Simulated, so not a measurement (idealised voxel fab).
process module | voxel self aligned contacts
Shown is cross-section cut, with a width of 175 nm and square cells of size 5 nm.
If you're reading a cross-section in this doc, picture square cells in a grid; it comes to you as bands, top ones listed first down to the bottom, and a band can be one or more rows of cells. For a band, the entry starts with two heights in nm, that of the top and then that of the bottom, and carries on with the band's materials in order from left to right, each alongside its width in nm; the word "everywhere" beside a single material means it fills the band edge to edge, and "empty" means empty space. Heights from 0 (as-received wafer is one material below). Bottom band endless downward, as "from 0 down". Note: "30->40" means the width goes from the first number (top row of the band) to the second number (bottom row) in equal steps per row of cells. "remains unaltered" for a step: no cell of the cross-section changed in that step. The entry titled "Sealed void inventory" provides the empty spaces that have no open way to the top, restricted to those of 8 cells or more. Each is presented as width x height at distance, the distance being measured from the left edge, with all three in nm. Post-settings text on a step line: simulator's own remark regarding the step. overlay nm: mask right of planned place by this much (step with mask). Neg. = left.

This section lists the process steps that were planned:
1) RECEIVE, material Si
2) CONFORMAL_DEP, material SiO2, thk nm 5
3) DIRECTIONAL_DEP, material polySi, thk nm 25
4) DIRECTIONAL_DEP, material SiN, thk nm 25
5) MASKED_ETCH, tone cover, mask id GATE, width nm 30, pitch nm 65, etch materials SiN, depth nm 25, overlay nm 0
6) MASKED_ETCH, tone cover, mask id GATE, width nm 30, pitch nm 65, etch materials polySi, depth nm 25, overlay nm 0
7) CONFORMAL_DEP, material SiN, thk nm 10
8) DIRECTIONAL_ETCH, etch materials SiN, depth nm 10
9) FILL_DEP, material SiO2, thk nm 10
10) CMP, height nm 60
11) MASKED_ETCH, tone open, mask id CONTACT, width nm 45, etch materials SiO2, depth nm 60, overlay nm 0
12) CONFORMAL_DEP, material TiN, thk nm 5
13) FILL_DEP, material W, thk nm 5
14) CMP, height nm 60
15) CONFORMAL_DEP, material SiN, thk nm 5

Wafer as received: cross-section following step 1:
from 0 down: Si everywhere
Sealed void inventory: none

Wafer cross-section at end of module: start and plan as shown above, one execution error:
from 65 to 60: SiN everywhere
from 60 to 55: 65 nm SiO2 | 20 nm TiN | 5 nm W | 25 nm TiN | 60 nm SiO2
from 55 to 30: 30 nm SiO2 | 50 nm SiN | 5 nm TiN | 5 nm W | 5 nm TiN | 50 nm SiN | 30 nm SiO2
from 30 to 5: 30 nm SiO2 | 10 nm SiN | 30 nm polySi | 10 nm SiN | 5 nm TiN | 5 nm W | 5 nm TiN | 10 nm SiN | 30 nm polySi | 10 nm SiN | 30 nm SiO2
from 5 to 0: 80 nm SiO2 | 15 nm TiN | 80 nm SiO2
from 0 down: Si everywhere
Sealed void inventory: none
What was the processing mistake? contrary to plan, step 11 was performed as MASKED_ETCH, tone open, mask id CONTACT, width nm 50, etch materials SiO2, depth nm 60, overlay nm 0
